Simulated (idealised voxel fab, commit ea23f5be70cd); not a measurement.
process module | voxel gate over fins
cross-section cut | 235 nm wide | cells 5 nm
A cross-section is a grid of square cells, given in bands from the top down. A band is one or more rows of cells.
Each band's line starts with the height of the band's top and of its bottom, in nm. Then come its materials from left to right, each with its width in nm. One material with "throughout" fills the band from edge to edge. "air" is empty space.
Height 0 is the level under which the wafer as received is all one material. The lowest band goes on downwards, as in "0 down".
A width such as "30 to 40" changes by the same amount from each row of cells to the next, from the band's top row to its bottom row.
"no change" after a step means that no cell of the cross-section changed.
closed voids: empty space of 8 cells or more with no open way to the top, each as width x height at its distance from the left edge, in nm
after a step's settings: what the simulator itself notes on the step
overlay nm, on a step with a mask: how far to the right of its planned place the mask lay; to the left if negative
plan
1 op RECEIVE | material Si
2 op CONFORMAL_DEP | material SiN | thk nm 10
3 op DIRECTIONAL_DEP | material aC | thk nm 15
4 op PATTERN | tone cover | mask id FINS | material resist | width nm 15 | pitch nm 50 | thk nm 30 | overlay nm 0
5 op DIRECTIONAL_ETCH | etch materials aC | depth nm 15
6 op STRIP | etch materials resist
7 op DIRECTIONAL_ETCH | etch materials SiN | depth nm 10
8 op DIRECTIONAL_ETCH | etch materials Si | depth nm 30
9 op STRIP | etch materials aC
10 op FILL_DEP | material SiO2 | thk nm 5
11 op CMP | height nm 10
12 op DIRECTIONAL_DEP | material aC | thk nm 15
13 op PATTERN | tone open | mask id RAIL | material resist | width nm 15 | thk nm 30 | overlay nm 0
14 op DIRECTIONAL_ETCH | etch materials aC | depth nm 15
15 op STRIP | etch materials resist
16 op DIRECTIONAL_ETCH | etch materials SiO2 | depth nm 35
17 op STRIP | etch materials aC
18 op CONFORMAL_DEP | material TiN | thk nm 5
19 op FILL_DEP | material W | thk nm 10
20 op CMP | height nm 10
21 op SELECTIVE_ETCH | etch materials W Ru TiN | depth nm 25
22 op FILL_DEP | material SiO2 | thk nm 5
23 op CMP | height nm 10
24 op SELECTIVE_ETCH | etch materials SiO2 | depth nm 20
25 op STRIP | etch materials SiN
26 op CONFORMAL_DEP | material HfO2 | thk nm 5
27 op CONFORMAL_DEP | material TiN | thk nm 5
28 op FILL_DEP | material W | thk nm 10
29 op CMP | height nm 15
30 op CONFORMAL_DEP | material SiCN | thk nm 10
first wafer, as planned
as received, after step 1
  0 down: Si throughout
  closed voids: none
after step 2
  10 to 0: SiN throughout
  below 0: unchanged
after step 3
  25 to 10: aC throughout
  below 10: unchanged
after step 4
  55 to 25: air 60 | resist 15 | air 35 | resist 15 | air 35 | resist 15 | air 60
  below 25: unchanged
after step 5
  40 to 25: air 60 | resist 15 | air 35 | resist 15 | air 35 | resist 15 | air 60
  25 to 10: air 60 | aC 15 | air 35 | aC 15 | air 35 | aC 15 | air 60
  below 10: unchanged
after step 6
  25 to 10: air 60 | aC 15 | air 35 | aC 15 | air 35 | aC 15 | air 60
  below 10: unchanged
after step 7
  25 to 10: air 60 | aC 15 | air 35 | aC 15 | air 35 | aC 15 | air 60
  10 to 0: air 60 | SiN 15 | air 35 | SiN 15 | air 35 | SiN 15 | air 60
  below 0: unchanged
after step 8
  25 to 10: air 60 | aC 15 | air 35 | aC 15 | air 35 | aC 15 | air 60
  10 to 0: air 60 | SiN 15 | air 35 | SiN 15 | air 35 | SiN 15 | air 60
  0 to -30: air 60 | Si 15 | air 35 | Si 15 | air 35 | Si 15 | air 60
  below -30: unchanged
after step 9
  10 to 0: air 60 | SiN 15 | air 35 | SiN 15 | air 35 | SiN 15 | air 60
  below 0: unchanged
after step 10
  15 to 10: SiO2 throughout
  10 to 0: SiO2 60 | SiN 15 | SiO2 35 | SiN 15 | SiO2 35 | SiN 15 | SiO2 60
  0 to -30: SiO2 60 | Si 15 | SiO2 35 | Si 15 | SiO2 35 | Si 15 | SiO2 60
  below -30: unchanged
after step 11
  10 to 0: SiO2 60 | SiN 15 | SiO2 35 | SiN 15 | SiO2 35 | SiN 15 | SiO2 60
  below 0: unchanged
after step 12
  25 to 10: aC throughout
  below 10: unchanged
after step 13
  55 to 25: resist 85 | air 15 | resist 135
  below 25: unchanged
after step 14
  40 to 25: resist 85 | air 15 | resist 135
  25 to 10: aC 85 | air 15 | aC 135
  below 10: unchanged
after step 15
  25 to 10: aC 85 | air 15 | aC 135
  below 10: unchanged
after step 16
  25 to 10: aC 85 | air 15 | aC 135
  10 to 0: SiO2 60 | SiN 15 | SiO2 10 | air 15 | SiO2 10 | SiN 15 | SiO2 35 | SiN 15 | SiO2 60
  0 to -25: SiO2 60 | Si 15 | SiO2 10 | air 15 | SiO2 10 | Si 15 | SiO2 35 | Si 15 | SiO2 60
  below -25: unchanged
after step 17
  10 to 0: SiO2 60 | SiN 15 | SiO2 10 | air 15 | SiO2 10 | SiN 15 | SiO2 35 | SiN 15 | SiO2 60
  below 0: unchanged
after step 18
  15 to 10: TiN 90 | air 5 | TiN 140
  10 to 0: SiO2 60 | SiN 15 | SiO2 10 | TiN 5 | air 5 | TiN 5 | SiO2 10 | SiN 15 | SiO2 35 | SiN 15 | SiO2 60
  0 to -20: SiO2 60 | Si 15 | SiO2 10 | TiN 5 | air 5 | TiN 5 | SiO2 10 | Si 15 | SiO2 35 | Si 15 | SiO2 60
  -20 to -25: SiO2 60 | Si 15 | SiO2 10 | TiN 15 | SiO2 10 | Si 15 | SiO2 35 | Si 15 | SiO2 60
  below -25: unchanged
after step 19
  25 to 15: W throughout
  15 to 10: TiN 90 | W 5 | TiN 140
  10 to 0: SiO2 60 | SiN 15 | SiO2 10 | TiN 5 | W 5 | TiN 5 | SiO2 10 | SiN 15 | SiO2 35 | SiN 15 | SiO2 60
  0 to -20: SiO2 60 | Si 15 | SiO2 10 | TiN 5 | W 5 | TiN 5 | SiO2 10 | Si 15 | SiO2 35 | Si 15 | SiO2 60
  below -20: unchanged
after step 20
  10 to 0: SiO2 60 | SiN 15 | SiO2 10 | TiN 5 | W 5 | TiN 5 | SiO2 10 | SiN 15 | SiO2 35 | SiN 15 | SiO2 60
  below 0: unchanged
after step 21
  10 to 0: SiO2 60 | SiN 15 | SiO2 10 | air 15 | SiO2 10 | SiN 15 | SiO2 35 | SiN 15 | SiO2 60
  0 to -15: SiO2 60 | Si 15 | SiO2 10 | air 15 | SiO2 10 | Si 15 | SiO2 35 | Si 15 | SiO2 60
  below -15: unchanged
after step 22
  15 to 10: SiO2 throughout
  10 to 0: SiO2 60 | SiN 15 | SiO2 35 | SiN 15 | SiO2 35 | SiN 15 | SiO2 60
  0 to -15: SiO2 60 | Si 15 | SiO2 35 | Si 15 | SiO2 35 | Si 15 | SiO2 60
  below -15: unchanged
after step 23
  10 to 0: SiO2 60 | SiN 15 | SiO2 35 | SiN 15 | SiO2 35 | SiN 15 | SiO2 60
  below 0: unchanged
after step 24
  10 to 0: air 60 | SiN 15 | air 35 | SiN 15 | air 35 | SiN 15 | air 60
  0 to -10: air 60 | Si 15 | air 35 | Si 15 | air 35 | Si 15 | air 60
  below -10: unchanged
after step 25
  0 to -10: air 60 | Si 15 | air 35 | Si 15 | air 35 | Si 15 | air 60
  below -10: unchanged
after step 26
  5 to 0: air 55 | HfO2 25 | air 25 | HfO2 25 | air 25 | HfO2 25 | air 55
  0 to -5: air 55 | HfO2 5 | Si 15 | HfO2 5 | air 25 | HfO2 5 | Si 15 | HfO2 5 | air 25 | HfO2 5 | Si 15 | HfO2 5 | air 55
  -5 to -10: HfO2 60 | Si 15 | HfO2 35 | Si 15 | HfO2 35 | Si 15 | HfO2 60
  below -10: unchanged
after step 27
  10 to 5: air 50 | TiN 35 | air 15 | TiN 35 | air 15 | TiN 35 | air 50
  5 to 0: air 50 | TiN 5 | HfO2 25 | TiN 5 | air 15 | TiN 5 | HfO2 25 | TiN 5 | air 15 | TiN 5 | HfO2 25 | TiN 5 | air 50
  0 to -5: TiN 55 | HfO2 5 | Si 15 | HfO2 5 | TiN 25 | HfO2 5 | Si 15 | HfO2 5 | TiN 25 | HfO2 5 | Si 15 | HfO2 5 | TiN 55
  below -5: unchanged
after step 28
  20 to 10: W throughout
  10 to 5: W 50 | TiN 35 | W 15 | TiN 35 | W 15 | TiN 35 | W 50
  5 to 0: W 50 | TiN 5 | HfO2 25 | TiN 5 | W 15 | TiN 5 | HfO2 25 | TiN 5 | W 15 | TiN 5 | HfO2 25 | TiN 5 | W 50
  below 0: unchanged
after step 29
  15 to 10: W throughout
  below 10: unchanged
after step 30
  25 to 15: SiCN throughout
  below 15: unchanged
second wafer: like start, like plan, one mistake. Through step 3 it matches the first wafer
when step 4 should have ended
  55 to 25: air 50 | resist 15 | air 35 | resist 15 | air 35 | resist 15 | air 70
  below 25: unchanged
when step 5 should have ended
  40 to 25: air 50 | resist 15 | air 35 | resist 15 | air 35 | resist 15 | air 70
  25 to 10: air 50 | aC 15 | air 35 | aC 15 | air 35 | aC 15 | air 70
  below 10: unchanged
when step 6 should have ended
  25 to 10: air 50 | aC 15 | air 35 | aC 15 | air 35 | aC 15 | air 70
  below 10: unchanged
when step 7 should have ended
  25 to 10: air 50 | aC 15 | air 35 | aC 15 | air 35 | aC 15 | air 70
  10 to 0: air 50 | SiN 15 | air 35 | SiN 15 | air 35 | SiN 15 | air 70
  below 0: unchanged
when step 8 should have ended
  25 to 10: air 50 | aC 15 | air 35 | aC 15 | air 35 | aC 15 | air 70
  10 to 0: air 50 | SiN 15 | air 35 | SiN 15 | air 35 | SiN 15 | air 70
  0 to -30: air 50 | Si 15 | air 35 | Si 15 | air 35 | Si 15 | air 70
  below -30: unchanged
when step 9 should have ended
  10 to 0: air 50 | SiN 15 | air 35 | SiN 15 | air 35 | SiN 15 | air 70
  below 0: unchanged
when step 10 should have ended
  15 to 10: SiO2 throughout
  10 to 0: SiO2 50 | SiN 15 | SiO2 35 | SiN 15 | SiO2 35 | SiN 15 | SiO2 70
  0 to -30: SiO2 50 | Si 15 | SiO2 35 | Si 15 | SiO2 35 | Si 15 | SiO2 70
  below -30: unchanged
when step 11 should have ended
  10 to 0: SiO2 50 | SiN 15 | SiO2 35 | SiN 15 | SiO2 35 | SiN 15 | SiO2 70
  below 0: unchanged
when step 12 should have ended
  25 to 10: aC throughout
  below 10: unchanged
when step 13 should have ended
  55 to 25: resist 85 | air 15 | resist 135
  below 25: unchanged
when step 14 should have ended
  40 to 25: resist 85 | air 15 | resist 135
  25 to 10: aC 85 | air 15 | aC 135
  below 10: unchanged
when step 15 should have ended
  25 to 10: aC 85 | air 15 | aC 135
  below 10: unchanged
when step 16 should have ended
  25 to 10: aC 85 | air 15 | aC 135
  10 to 0: SiO2 50 | SiN 15 | SiO2 20 | air 15 | SiN 15 | SiO2 35 | SiN 15 | SiO2 70
  0 to -25: SiO2 50 | Si 15 | SiO2 20 | air 15 | Si 15 | SiO2 35 | Si 15 | SiO2 70
  below -25: unchanged
when step 17 should have ended
  10 to 0: SiO2 50 | SiN 15 | SiO2 20 | air 15 | SiN 15 | SiO2 35 | SiN 15 | SiO2 70
  below 0: unchanged
when step 18 should have ended
  15 to 10: TiN 90 | air 5 | TiN 140
  10 to 0: SiO2 50 | SiN 15 | SiO2 20 | TiN 5 | air 5 | TiN 5 | SiN 15 | SiO2 35 | SiN 15 | SiO2 70
  0 to -20: SiO2 50 | Si 15 | SiO2 20 | TiN 5 | air 5 | TiN 5 | Si 15 | SiO2 35 | Si 15 | SiO2 70
  -20 to -25: SiO2 50 | Si 15 | SiO2 20 | TiN 15 | Si 15 | SiO2 35 | Si 15 | SiO2 70
  below -25: unchanged
when step 19 should have ended
  25 to 15: W throughout
  15 to 10: TiN 90 | W 5 | TiN 140
  10 to 0: SiO2 50 | SiN 15 | SiO2 20 | TiN 5 | W 5 | TiN 5 | SiN 15 | SiO2 35 | SiN 15 | SiO2 70
  0 to -20: SiO2 50 | Si 15 | SiO2 20 | TiN 5 | W 5 | TiN 5 | Si 15 | SiO2 35 | Si 15 | SiO2 70
  below -20: unchanged
when step 20 should have ended
  10 to 0: SiO2 50 | SiN 15 | SiO2 20 | TiN 5 | W 5 | TiN 5 | SiN 15 | SiO2 35 | SiN 15 | SiO2 70
  below 0: unchanged
when step 21 should have ended
  10 to 0: SiO2 50 | SiN 15 | SiO2 20 | air 15 | SiN 15 | SiO2 35 | SiN 15 | SiO2 70
  0 to -15: SiO2 50 | Si 15 | SiO2 20 | air 15 | Si 15 | SiO2 35 | Si 15 | SiO2 70
  below -15: unchanged
when step 22 should have ended
  15 to 10: SiO2 throughout
  10 to 0: SiO2 50 | SiN 15 | SiO2 35 | SiN 15 | SiO2 35 | SiN 15 | SiO2 70
  0 to -15: SiO2 50 | Si 15 | SiO2 35 | Si 15 | SiO2 35 | Si 15 | SiO2 70
  below -15: unchanged
when step 23 should have ended
  10 to 0: SiO2 50 | SiN 15 | SiO2 35 | SiN 15 | SiO2 35 | SiN 15 | SiO2 70
  below 0: unchanged
when step 24 should have ended
  10 to 0: air 50 | SiN 15 | air 35 | SiN 15 | air 35 | SiN 15 | air 70
  0 to -10: air 50 | Si 15 | air 35 | Si 15 | air 35 | Si 15 | air 70
  below -10: unchanged
when step 25 should have ended
  0 to -10: air 50 | Si 15 | air 35 | Si 15 | air 35 | Si 15 | air 70
  below -10: unchanged
when step 26 should have ended
  5 to 0: air 45 | HfO2 25 | air 25 | HfO2 25 | air 25 | HfO2 25 | air 65
  0 to -5: air 45 | HfO2 5 | Si 15 | HfO2 5 | air 25 | HfO2 5 | Si 15 | HfO2 5 | air 25 | HfO2 5 | Si 15 | HfO2 5 | air 65
  -5 to -10: HfO2 50 | Si 15 | HfO2 35 | Si 15 | HfO2 35 | Si 15 | HfO2 70
  below -10: unchanged
when step 27 should have ended
  10 to 5: air 40 | TiN 35 | air 15 | TiN 35 | air 15 | TiN 35 | air 60
  5 to 0: air 40 | TiN 5 | HfO2 25 | TiN 5 | air 15 | TiN 5 | HfO2 25 | TiN 5 | air 15 | TiN 5 | HfO2 25 | TiN 5 | air 60
  0 to -5: TiN 45 | HfO2 5 | Si 15 | HfO2 5 | TiN 25 | HfO2 5 | Si 15 | HfO2 5 | TiN 25 | HfO2 5 | Si 15 | HfO2 5 | TiN 65
  below -5: unchanged
when step 28 should have ended
  20 to 10: W throughout
  10 to 5: W 40 | TiN 35 | W 15 | TiN 35 | W 15 | TiN 35 | W 60
  5 to 0: W 40 | TiN 5 | HfO2 25 | TiN 5 | W 15 | TiN 5 | HfO2 25 | TiN 5 | W 15 | TiN 5 | HfO2 25 | TiN 5 | W 60
  below 0: unchanged
when step 29 should have ended
  15 to 10: W throughout
  below 10: unchanged
when step 30 should have ended
  25 to 15: SiCN throughout
  below 15: unchanged
what went wrong: step 4 ran as: op PATTERN | tone cover | mask id FINS | material resist | width nm 15 | pitch nm 50 | thk nm 30 | overlay nm -10
at the end the second wafer has, in cells: as many of each material as the first, in other places
